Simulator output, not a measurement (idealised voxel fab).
process module | voxel released beams
cross-section cut | 295 nm wide | cells 5 nm
A cross-section is a grid of square cells, given in bands from the top down. A band is one or more rows of cells.
Each band's line starts with the height of the band's top and of its bottom, in nm. Then come its materials from left to right, each with its width in nm. One material with "throughout" fills the band from edge to edge. "air" is empty space.
Height 0 is the level under which the wafer as received is all one material. The lowest band goes on downwards, as in "0 down".
A width such as "30 to 40" changes by the same amount from each row of cells to the next, from the band's top row to its bottom row.
"no change" after a step means that no cell of the cross-section changed.
closed voids: empty space of 8 cells or more with no open way to the top, each as width x height at its distance from the left edge, in nm
after a step's settings: what the simulator itself notes on the step
overlay nm, on a step with a mask: how far to the right of its planned place the mask lay; to the left if negative
plan
1 op RECEIVE | material Si
2 op CONFORMAL_DEP | material Al2O3 | thk nm 5
3 op DIRECTIONAL_DEP | material SiO2 | thk nm 10
4 op MASKED_ETCH | tone open | mask id ANCHOR | width nm 25 | etch materials SiO2 | depth nm 10 | overlay nm 0
5 op CONFORMAL_DEP | material W | thk nm 10
6 op MASKED_ETCH | tone cover | mask id BEAM | width nm 105 | etch materials W | depth nm 10 | overlay nm 0
7 op STRIP | etch materials SiO2
varied across the wafers: width nm of step 4. The plan shows the first wafer's value. All wafers start alike
first wafer as received, after step 1
  0 down: Si throughout
  closed voids: none
first wafer at the end, after step 7
  25 to 15: air 90 | W 20 | air 5 | W 80 | air 100
  15 to 5: air 100 | W 25 | air 170
  5 to 0: Al2O3 throughout
  0 down: Si throughout
  closed voids: none
last wafer at the end
  25 to 15: air 90 | W 10 | air 30 | W 65 | air 100
  15 to 5: air 90 | W 50 | air 155
  5 to 0: Al2O3 throughout
  0 down: Si throughout
  closed voids: none
each wafer at the end: cells of each material gained (+) or lost (-) since it was received, then its closed voids
width nm 25 | +59 Al2O3 | +50 W | closed voids: none
width nm 30 | +59 Al2O3 | +50 W | closed voids: none
width nm 35 | +59 Al2O3 | +50 W | closed voids: none
width nm 40 | +59 Al2O3 | +50 W | closed voids: none
width nm 45 | +59 Al2O3 | +50 W | closed voids: none
width nm 50 | +59 Al2O3 | +50 W | closed voids: none
